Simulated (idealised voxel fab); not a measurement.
This is a process module. Its name is voxel self aligned vias.
Section shown: cut. Width: 255 nm. Cell size: 5 nm, square.
Throughout this document, each cross-section is represented as a grid of square cells and is presented as a sequence of bands enumerated from the top downward, where a band comprises one or more rows of cells. Quick guide to a band line: top height, bottom height (nm) up front; then every material left to right with its width in nm. Only one material and it's marked "everywhere"? Then it fills the band edge to edge. And "air" just means empty space. Height 0 is the level under which the wafer as received is all one material. The lowest band goes on downwards, as in "from 0 down". Top row gets the first number, bottom row gets the second, and each row in between changes by the same step: that is how a band width like "30..40" works. Given "same as before" for a step, no cell of the cross-section differs between before and after that step. Look at "Trapped voids" for the closed voids: empty spaces with no open path to the top, sized 8 cells or up. Each is width x height at distance, distance from the left edge, all nm. The remark found on a step's line after its settings is issued by the simulator itself and pertains to that step. A step line may carry the setting "overlay nm", which, for steps involving a mask, states the distance by which the mask lay to the right of its intended position; negative values denote displacement to the left.

The process steps that were planned are listed below:
1. op RECEIVE | material Si
2. op CONFORMAL_DEP | material SiO2 | thk nm 10
3. op CONFORMAL_DEP | material SiCN | thk nm 5
4. op DIRECTIONAL_DEP | material SiO2 | thk nm 20
5. op DIRECTIONAL_DEP | material aC | thk nm 15
6. op PATTERN | tone open | mask id LINES | material resist | width nm 30 | pitch nm 55 | thk nm 35 | overlay nm 0
7. op DIRECTIONAL_ETCH | etch materials aC | depth nm 15
8. op STRIP | etch materials resist
9. op DIRECTIONAL_ETCH | etch materials SiO2 | depth nm 20
10. op STRIP | etch materials aC
11. op CONFORMAL_DEP | material TiN | thk nm 5
12. op FILL_DEP | material Ru | thk nm 5
13. op CMP | height nm 35
14. op SELECTIVE_ETCH | etch materials W Ru TiN | depth nm 5
15. op FILL_DEP | material SiN | thk nm 10
16. op CMP | height nm 35
17. op DIRECTIONAL_DEP | material SiO2 | thk nm 20
18. op PATTERN | tone open | mask id VIAS | material resist | width nm 40 | pitch nm 110 | thk nm 20 | overlay nm 0
19. op DIRECTIONAL_ETCH | etch materials SiO2 | depth nm 20
20. op DIRECTIONAL_ETCH | etch materials SiN | depth nm 5
21. op STRIP | etch materials resist
22. op CONFORMAL_DEP | material TiN | thk nm 5
23. op FILL_DEP | material W | thk nm 5
24. op CMP | height nm 55
25. op CONFORMAL_DEP | material SiCN | thk nm 5

Wafer, first of two, run as planned:

Incoming wafer, cross-sectional view, post step 1:
  from 0 down  Si everywhere
  Trapped voids: none

Sectional view: wafer, after step 2:
  from 10 to 0  SiO2 everywhere
  Below 0, the layers are the same as they were.

Sectional view: wafer, after step 3:
  from 15 to 10  SiCN everywhere
  Below 10, the layers are the same as they were.

Sectional view: wafer, after step 4:
  from 35 to 15  SiO2 everywhere
  Below 15, the layers are the same as they were.

Sectional view: wafer, after step 5:
  from 50 to 35  aC everywhere
  Below 35, the layers are the same as they were.

Sectional view: wafer, after step 6:
  from 85 to 50  55 resist  30 air  25 resist  30 air  25 resist  30 air  60 resist
  Below 50, the layers are the same as they were.

Sectional view: wafer, after step 7:
  from 70 to 50  55 resist  30 air  25 resist  30 air  25 resist  30 air  60 resist
  from 50 to 35  55 aC  30 air  25 aC  30 air  25 aC  30 air  60 aC
  Below 35, the layers are the same as they were.

Sectional view: wafer, after step 8:
  from 50 to 35  55 aC  30 air  25 aC  30 air  25 aC  30 air  60 aC
  Below 35, the layers are the same as they were.

Sectional view: wafer, after step 9:
  from 50 to 35  55 aC  30 air  25 aC  30 air  25 aC  30 air  60 aC
  from 35 to 15  55 SiO2  30 air  25 SiO2  30 air  25 SiO2  30 air  60 SiO2
  Below 15, the layers are the same as they were.

Sectional view: wafer, after step 10:
  from 35 to 15  55 SiO2  30 air  25 SiO2  30 air  25 SiO2  30 air  60 SiO2
  Below 15, the layers are the same as they were.

Sectional view: wafer, after step 11:
  from 40 to 35  60 TiN  20 air  35 TiN  20 air  35 TiN  20 air  65 TiN
  from 35 to 20  55 SiO2  5 TiN  20 air  5 TiN  25 SiO2  5 TiN  20 air  5 TiN  25 SiO2  5 TiN  20 air  5 TiN  60 SiO2
  from 20 to 15  55 SiO2  30 TiN  25 SiO2  30 TiN  25 SiO2  30 TiN  60 SiO2
  Below 15, the layers are the same as they were.

Sectional view: wafer, after step 12:
  from 45 to 40  Ru everywhere
  from 40 to 35  60 TiN  20 Ru  35 TiN  20 Ru  35 TiN  20 Ru  65 TiN
  from 35 to 20  55 SiO2  5 TiN  20 Ru  5 TiN  25 SiO2  5 TiN  20 Ru  5 TiN  25 SiO2  5 TiN  20 Ru  5 TiN  60 SiO2
  Below 20, the layers are the same as they were.

Sectional view: wafer, after step 13:
  from 35 to 20  55 SiO2  5 TiN  20 Ru  5 TiN  25 SiO2  5 TiN  20 Ru  5 TiN  25 SiO2  5 TiN  20 Ru  5 TiN  60 SiO2
  Below 20, the layers are the same as they were.

Sectional view: wafer, after step 14:
  from 35 to 30  55 SiO2  30 air  25 SiO2  30 air  25 SiO2  30 air  60 SiO2
  Below 30, the layers are the same as they were.

Sectional view: wafer, after step 15:
  from 45 to 35  SiN everywhere
  from 35 to 30  55 SiO2  30 SiN  25 SiO2  30 SiN  25 SiO2  30 SiN  60 SiO2
  Below 30, the layers are the same as they were.

Sectional view: wafer, after step 16:
  from 35 to 30  55 SiO2  30 SiN  25 SiO2  30 SiN  25 SiO2  30 SiN  60 SiO2
  Below 30, the layers are the same as they were.

Sectional view: wafer, after step 17:
  from 55 to 35  SiO2 everywhere
  Below 35, the layers are the same as they were.

Sectional view: wafer, after step 18:
  from 75 to 55  50 resist  40 air  70 resist  40 air  55 resist
  Below 55, the layers are the same as they were.

Sectional view: wafer, after step 19:
  from 75 to 55  50 resist  40 air  70 resist  40 air  55 resist
  from 55 to 35  50 SiO2  40 air  70 SiO2  40 air  55 SiO2
  Below 35, the layers are the same as they were.

Sectional view: wafer, after step 20:
  from 75 to 55  50 resist  40 air  70 resist  40 air  55 resist
  from 55 to 35  50 SiO2  40 air  70 SiO2  40 air  55 SiO2
  from 35 to 30  55 SiO2  30 air  25 SiO2  30 SiN  25 SiO2  30 air  60 SiO2
  Below 30, the layers are the same as they were.

Sectional view: wafer, after step 21:
  from 55 to 35  50 SiO2  40 air  70 SiO2  40 air  55 SiO2
  Below 35, the layers are the same as they were.

Sectional view: wafer, after step 22:
  from 60 to 55  55 TiN  30 air  80 TiN  30 air  60 TiN
  from 55 to 40  50 SiO2  5 TiN  30 air  5 TiN  70 SiO2  5 TiN  30 air  5 TiN  55 SiO2
  from 40 to 35  50 SiO2  10 TiN  20 air  10 TiN  70 SiO2  10 TiN  20 air  10 TiN  55 SiO2
  from 35 to 30  55 SiO2  30 TiN  25 SiO2  30 SiN  25 SiO2  30 TiN  60 SiO2
  Below 30, the layers are the same as they were.

Sectional view: wafer, after step 23:
  from 65 to 60  W everywhere
  from 60 to 55  55 TiN  30 W  80 TiN  30 W  60 TiN
  from 55 to 40  50 SiO2  5 TiN  30 W  5 TiN  70 SiO2  5 TiN  30 W  5 TiN  55 SiO2
  from 40 to 35  50 SiO2  10 TiN  20 W  10 TiN  70 SiO2  10 TiN  20 W  10 TiN  55 SiO2
  Below 35, the layers are the same as they were.

Sectional view: wafer, after step 24:
  from 55 to 40  50 SiO2  5 TiN  30 W  5 TiN  70 SiO2  5 TiN  30 W  5 TiN  55 SiO2
  Below 40, the layers are the same as they were.

Sectional view: wafer, after step 25:
  from 60 to 55  SiCN everywhere
  Below 55, the layers are the same as they were.

The remaining wafer, second of the two, started like the first and was run to the same plan, except that one mistake was made along the way; the two coincide through step 2, inclusive:

Cross-section of the second wafer corresponding to the planned conclusion of step 3:
  from 15 to 10  W everywhere
  Below 10, the layers are the same as they were.

Cross-section of the second wafer corresponding to the planned conclusion of step 4:
  from 35 to 15  SiO2 everywhere
  Below 15, the layers are the same as they were.

Cross-section of the second wafer corresponding to the planned conclusion of step 5:
  from 50 to 35  aC everywhere
  Below 35, the layers are the same as they were.

Cross-section of the second wafer corresponding to the planned conclusion of step 6:
  from 85 to 50  55 resist  30 air  25 resist  30 air  25 resist  30 air  60 resist
  Below 50, the layers are the same as they were.

Cross-section of the second wafer corresponding to the planned conclusion of step 7:
  from 70 to 50  55 resist  30 air  25 resist  30 air  25 resist  30 air  60 resist
  from 50 to 35  55 aC  30 air  25 aC  30 air  25 aC  30 air  60 aC
  Below 35, the layers are the same as they were.

Cross-section of the second wafer corresponding to the planned conclusion of step 8:
  from 50 to 35  55 aC  30 air  25 aC  30 air  25 aC  30 air  60 aC
  Below 35, the layers are the same as they were.

Cross-section of the second wafer corresponding to the planned conclusion of step 9:
  from 50 to 35  55 aC  30 air  25 aC  30 air  25 aC  30 air  60 aC
  from 35 to 15  55 SiO2  30 air  25 SiO2  30 air  25 SiO2  30 air  60 SiO2
  Below 15, the layers are the same as they were.

Cross-section of the second wafer corresponding to the planned conclusion of step 10:
  from 35 to 15  55 SiO2  30 air  25 SiO2  30 air  25 SiO2  30 air  60 SiO2
  Below 15, the layers are the same as they were.

Cross-section of the second wafer corresponding to the planned conclusion of step 11:
  from 40 to 35  60 TiN  20 air  35 TiN  20 air  35 TiN  20 air  65 TiN
  from 35 to 20  55 SiO2  5 TiN  20 air  5 TiN  25 SiO2  5 TiN  20 air  5 TiN  25 SiO2  5 TiN  20 air  5 TiN  60 SiO2
  from 20 to 15  55 SiO2  30 TiN  25 SiO2  30 TiN  25 SiO2  30 TiN  60 SiO2
  Below 15, the layers are the same as they were.

Cross-section of the second wafer corresponding to the planned conclusion of step 12:
  from 45 to 40  Ru everywhere
  from 40 to 35  60 TiN  20 Ru  35 TiN  20 Ru  35 TiN  20 Ru  65 TiN
  from 35 to 20  55 SiO2  5 TiN  20 Ru  5 TiN  25 SiO2  5 TiN  20 Ru  5 TiN  25 SiO2  5 TiN  20 Ru  5 TiN  60 SiO2
  Below 20, the layers are the same as they were.

Cross-section of the second wafer corresponding to the planned conclusion of step 13:
  from 35 to 20  55 SiO2  5 TiN  20 Ru  5 TiN  25 SiO2  5 TiN  20 Ru  5 TiN  25 SiO2  5 TiN  20 Ru  5 TiN  60 SiO2
  Below 20, the layers are the same as they were.

Cross-section of the second wafer corresponding to the planned conclusion of step 14:
  from 35 to 30  55 SiO2  30 air  25 SiO2  30 air  25 SiO2  30 air  60 SiO2
  Below 30, the layers are the same as they were.

Cross-section of the second wafer corresponding to the planned conclusion of step 15:
  from 45 to 35  SiN everywhere
  from 35 to 30  55 SiO2  30 SiN  25 SiO2  30 SiN  25 SiO2  30 SiN  60 SiO2
  Below 30, the layers are the same as they were.

Cross-section of the second wafer corresponding to the planned conclusion of step 16:
  from 35 to 30  55 SiO2  30 SiN  25 SiO2  30 SiN  25 SiO2  30 SiN  60 SiO2
  Below 30, the layers are the same as they were.

Cross-section of the second wafer corresponding to the planned conclusion of step 17:
  from 55 to 35  SiO2 everywhere
  Below 35, the layers are the same as they were.

Cross-section of the second wafer corresponding to the planned conclusion of step 18:
  from 75 to 55  50 resist  40 air  70 resist  40 air  55 resist
  Below 55, the layers are the same as they were.

Cross-section of the second wafer corresponding to the planned conclusion of step 19:
  from 75 to 55  50 resist  40 air  70 resist  40 air  55 resist
  from 55 to 35  50 SiO2  40 air  70 SiO2  40 air  55 SiO2
  Below 35, the layers are the same as they were.

Cross-section of the second wafer corresponding to the planned conclusion of step 20:
  from 75 to 55  50 resist  40 air  70 resist  40 air  55 resist
  from 55 to 35  50 SiO2  40 air  70 SiO2  40 air  55 SiO2
  from 35 to 30  55 SiO2  30 air  25 SiO2  30 SiN  25 SiO2  30 air  60 SiO2
  Below 30, the layers are the same as they were.

Cross-section of the second wafer corresponding to the planned conclusion of step 21:
  from 55 to 35  50 SiO2  40 air  70 SiO2  40 air  55 SiO2
  Below 35, the layers are the same as they were.

Cross-section of the second wafer corresponding to the planned conclusion of step 22:
  from 60 to 55  55 TiN  30 air  80 TiN  30 air  60 TiN
  from 55 to 40  50 SiO2  5 TiN  30 air  5 TiN  70 SiO2  5 TiN  30 air  5 TiN  55 SiO2
  from 40 to 35  50 SiO2  10 TiN  20 air  10 TiN  70 SiO2  10 TiN  20 air  10 TiN  55 SiO2
  from 35 to 30  55 SiO2  30 TiN  25 SiO2  30 SiN  25 SiO2  30 TiN  60 SiO2
  Below 30, the layers are the same as they were.

Cross-section of the second wafer corresponding to the planned conclusion of step 23:
  from 65 to 60  W everywhere
  from 60 to 55  55 TiN  30 W  80 TiN  30 W  60 TiN
  from 55 to 40  50 SiO2  5 TiN  30 W  5 TiN  70 SiO2  5 TiN  30 W  5 TiN  55 SiO2
  from 40 to 35  50 SiO2  10 TiN  20 W  10 TiN  70 SiO2  10 TiN  20 W  10 TiN  55 SiO2
  Below 35, the layers are the same as they were.

Cross-section of the second wafer corresponding to the planned conclusion of step 24:
  from 55 to 40  50 SiO2  5 TiN  30 W  5 TiN  70 SiO2  5 TiN  30 W  5 TiN  55 SiO2
  Below 40, the layers are the same as they were.

Cross-section of the second wafer corresponding to the planned conclusion of step 25:
  from 60 to 55  SiCN everywhere
  Below 55, the layers are the same as they were.
Finding, execution versus plan: step 3 ran differently from the plan; actual operation with settings: op CONFORMAL_DEP | material W | thk nm 5
Final tally in cells, some materials are higher or lower on the second wafer than on the first: -51 SiCN; +51 W
